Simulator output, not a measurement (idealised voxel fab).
The process module presented herein is designated voxel released beams.
Pictured: cross-section cut, 180 nm wide, on a grid of 5 nm square cells.
Cross-sections here: square-cell grids, written as top-down lists of bands, a band being one or more rows of cells.
The entry gives the band's vertical extent as a top height and a bottom height in nm, then its horizontal make-up as materials from left to right, each with a width in nm. "blank" stands for empty space; a single material marked "everywhere" fills the band edge to edge.
Measure heights from 0. That's the level where, below it, the as-received wafer is all one material. The lowest band is bottomless and extends downward; write it as in "0 and below".
The two numbers in a width such as "30 to 40" mark its ends across the band: the first belongs to the top row of cells, the second to the bottom row, and from each row to the next the width moves by the same amount.
"no modification" (step): cross-section cells unchanged, all of them.
In the "Entrapped void list" entry, you get each enclosed empty space of 8 cells or more, one with no open way to the top, written width x height at distance, distance from the left edge, in nm.
On each step's line, the part that comes after the settings is the simulator's own comment on the step.
"overlay nm" on a masked step: distance the mask lay right of its planned place, negative for left.

**Process steps (planned)**
1 op RECEIVE | material Si
2 op CONFORMAL_DEP | material SiN | thk nm 5
3 op DIRECTIONAL_DEP | material SiO2 | thk nm 5
4 op DIRECTIONAL_DEP | material aC | thk nm 15
5 op PATTERN | tone open | mask id ANCHOR | material resist | width nm 40 | thk nm 35 | overlay nm 0
6 op DIRECTIONAL_ETCH | etch materials aC | depth nm 15
7 op STRIP | etch materials resist
8 op DIRECTIONAL_ETCH | etch materials SiO2 | depth nm 10
9 op STRIP | etch materials aC
10 op CONFORMAL_DEP | material W | thk nm 15
11 op DIRECTIONAL_DEP | material aC | thk nm 10
12 op PATTERN | tone cover | mask id BEAM | material resist | width nm 100 | thk nm 25 | overlay nm 0
13 op DIRECTIONAL_ETCH | etch materials aC | depth nm 10
14 op STRIP | etch materials resist
15 op DIRECTIONAL_ETCH | etch materials W | depth nm 15
16 op STRIP | etch materials aC
17 op STRIP | etch materials SiO2
The thk nm used in step 3 is not the same on every wafer, whereas the starting condition is; the value printed in the plan is the first wafer's.

**The first of several wafers, as received after step 1, seen in section**
  0 and below = Si everywhere
  Entrapped void list: none

**The first of several wafers, seen in cross-section after the module's last step, step 17**
  25 down to 20 = blank 35 nm, then W 20 nm, then blank 10 nm, then W 70 nm, then blank 45 nm
  20 down to 10 = blank 35 nm, then W 100 nm, then blank 45 nm
  10 down to 5 = blank 40 nm, then W 40 nm, then blank 100 nm
  5 down to 0 = SiN everywhere
  0 and below = Si everywhere
  Entrapped void list: none

**Cross-sectional view, end of module, last wafer of several**
  5 down to 0 = SiN everywhere
  0 and below = Si everywhere
  Entrapped void list: none

**Here is how to read the rows: every wafer has a row, and it shows the wafer at the end of the module, giving for each material how many cells were gained (+) or lost (-) since the wafer was received, then listing its closed voids**
thk nm 5; +36 SiN; +66 W; Entrapped void list: none
thk nm 10; +36 SiN; +72 W; Entrapped void list: none
thk nm 15; +36 SiN; Entrapped void list: none
thk nm 20; +36 SiN; Entrapped void list: none
thk nm 25; +36 SiN; Entrapped void list: none
